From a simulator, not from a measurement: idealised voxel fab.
process module | voxel wiring stack
cross-section cut | 185 nm wide | cells 5 nm
A cross-section is a grid of square cells, given in bands from the top down. A band is one or more rows of cells.
Each band's line starts with the height of the band's top and of its bottom, in nm. Then come its materials from left to right, each with its width in nm. One material with "throughout" fills the band from edge to edge. "air" is empty space.
Height 0 is the level under which the wafer as received is all one material. The lowest band goes on downwards, as in "0 down".
A width such as "30 to 40" changes by the same amount from each row of cells to the next, from the band's top row to its bottom row.
"no change" after a step means that no cell of the cross-section changed.
closed voids: empty space of 8 cells or more with no open way to the top, each as width x height at its distance from the left edge, in nm
after a step's settings: what the simulator itself notes on the step
overlay nm, on a step with a mask: how far to the right of its planned place the mask lay; to the left if negative
plan
1 op RECEIVE | material Si
2 op CONFORMAL_DEP | material SiO2 | thk nm 10
3 op CONFORMAL_DEP | material SiCN | thk nm 5
4 op DIRECTIONAL_DEP | material SiO2 | thk nm 20
5 op DIRECTIONAL_DEP | material aC | thk nm 15
6 op PATTERN | tone open | mask id METAL_1 | material resist | width nm 30 | pitch nm 50 | thk nm 35 | overlay nm 0
7 op DIRECTIONAL_ETCH | etch materials aC | depth nm 15
8 op STRIP | etch materials resist
9 op DIRECTIONAL_ETCH | etch materials SiO2 | depth nm 20
10 op DIRECTIONAL_ETCH | etch materials SiCN | depth nm 5
11 op STRIP | etch materials aC
12 op CONFORMAL_DEP | material TiN | thk nm 5
13 op FILL_DEP | material Ru | thk nm 5
14 op CMP | height nm 35
15 op CONFORMAL_DEP | material SiCN | thk nm 5
16 op DIRECTIONAL_DEP | material lowk | thk nm 35
17 op PATTERN | tone open | mask id METAL_2 | material resist | width nm 30 | pitch nm 50 | thk nm 20 | overlay nm 0
18 op DIRECTIONAL_ETCH | etch materials lowk | depth nm 20
19 op STRIP | etch materials resist
20 op PATTERN | tone open | mask id METAL_2_HOLES | material resist | width nm 15 | pitch nm 50 | thk nm 15 | overlay nm 0
21 op DIRECTIONAL_ETCH | etch materials lowk | depth nm 15
22 op DIRECTIONAL_ETCH | etch materials SiCN | depth nm 5
23 op STRIP | etch materials resist
24 op CONFORMAL_DEP | material TiN | thk nm 5
25 op FILL_DEP | material Cu | thk nm 5
26 op CMP | height nm 75
27 op CONFORMAL_DEP | material SiN | thk nm 5
as received, after step 1
  0 down: Si throughout
  closed voids: none
first wafer at the end, as planned
  80 to 75: SiN throughout
  75 to 60: lowk 50 | TiN 5 | Cu 20 | TiN 5 | lowk 20 | TiN 5 | Cu 20 | TiN 5 | lowk 55
  60 to 55: lowk 50 | TiN 5 | Cu 5 | TiN 20 | lowk 20 | TiN 5 | Cu 5 | TiN 20 | lowk 55
  55 to 40: lowk 50 | TiN 5 | Cu 5 | TiN 5 | lowk 35 | TiN 5 | Cu 5 | TiN 5 | lowk 70
  40 to 35: SiCN 50 | TiN 15 | SiCN 35 | TiN 15 | SiCN 70
  35 to 15: SiO2 50 | TiN 5 | Ru 20 | TiN 5 | SiO2 20 | TiN 5 | Ru 20 | TiN 5 | SiO2 55
  15 to 10: SiCN 50 | TiN 30 | SiCN 20 | TiN 30 | SiCN 55
  10 to 0: SiO2 throughout
  0 down: Si throughout
  closed voids: none
second wafer at the end: like start, like plan, one mistake
  80 to 75: SiO2 throughout
  75 to 60: lowk 50 | TiN 5 | Cu 20 | TiN 5 | lowk 20 | TiN 5 | Cu 20 | TiN 5 | lowk 55
  60 to 55: lowk 50 | TiN 5 | Cu 5 | TiN 20 | lowk 20 | TiN 5 | Cu 5 | TiN 20 | lowk 55
  55 to 40: lowk 50 | TiN 5 | Cu 5 | TiN 5 | lowk 35 | TiN 5 | Cu 5 | TiN 5 | lowk 70
  40 to 35: SiCN 50 | TiN 15 | SiCN 35 | TiN 15 | SiCN 70
  35 to 15: SiO2 50 | TiN 5 | Ru 20 | TiN 5 | SiO2 20 | TiN 5 | Ru 20 | TiN 5 | SiO2 55
  15 to 10: SiCN 50 | TiN 30 | SiCN 20 | TiN 30 | SiCN 55
  10 to 0: SiO2 throughout
  0 down: Si throughout
  closed voids: none
what went wrong: step 27 ran as: op CONFORMAL_DEP | material SiO2 | thk nm 5
at the end the second wafer has, in cells: 37 fewer of SiN | 37 more of SiO2
